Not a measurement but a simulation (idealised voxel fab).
process module | voxel local oxidation
cross-section cut | 225 nm wide | cells 5 nm
A cross-section is a grid of square cells, given in bands from the top down. A band is one or more rows of cells.
Each band's line starts with the height of the band's top and of its bottom, in nm. Then come its materials from left to right, each with its width in nm. One material with "throughout" fills the band from edge to edge. "air" is empty space.
Height 0 is the level under which the wafer as received is all one material. The lowest band goes on downwards, as in "0 down".
A width such as "30 to 40" changes by the same amount from each row of cells to the next, from the band's top row to its bottom row.
"no change" after a step means that no cell of the cross-section changed.
closed voids: empty space of 8 cells or more with no open way to the top, each as width x height at its distance from the left edge, in nm
after a step's settings: what the simulator itself notes on the step
overlay nm, on a step with a mask: how far to the right of its planned place the mask lay; to the left if negative
plan
1 op RECEIVE | material Si
2 op OXIDIZE | depth nm 5
3 op CONFORMAL_DEP | material SiN | thk nm 15
4 op MASKED_ETCH | tone cover | mask id ACTIVE | width nm 85 | etch materials SiN | depth nm 15 | overlay nm 0
5 op SELECTIVE_ETCH | etch materials SiO2 | depth nm 5
6 op OXIDIZE | depth nm 15
7 op STRIP | etch materials SiN
varied across the wafers: width nm of step 4. The plan shows the first wafer's value. All wafers start alike
first wafer as received, after step 1
  0 down: Si throughout
  closed voids: none
first wafer at the end, after step 7
  0 to -5: air 75 | SiO2 75 | air 75
  -5 to -20: SiO2 90 | Si 45 | SiO2 90
  -20 down: Si throughout
  closed voids: none
last wafer at the end
  0 to -5: air 65 | SiO2 100 | air 60
  -5 to -20: SiO2 80 | Si 70 | SiO2 75
  -20 down: Si throughout
  closed voids: none
each wafer at the end: cells of each material gained (+) or lost (-) since it was received, then its closed voids
width nm 85 | -153 Si | +123 SiO2 | closed voids: none
width nm 90 | -150 Si | +121 SiO2 | closed voids: none
width nm 95 | -147 Si | +119 SiO2 | closed voids: none
width nm 100 | -144 Si | +117 SiO2 | closed voids: none
width nm 105 | -141 Si | +115 SiO2 | closed voids: none
width nm 110 | -138 Si | +113 SiO2 | closed voids: none
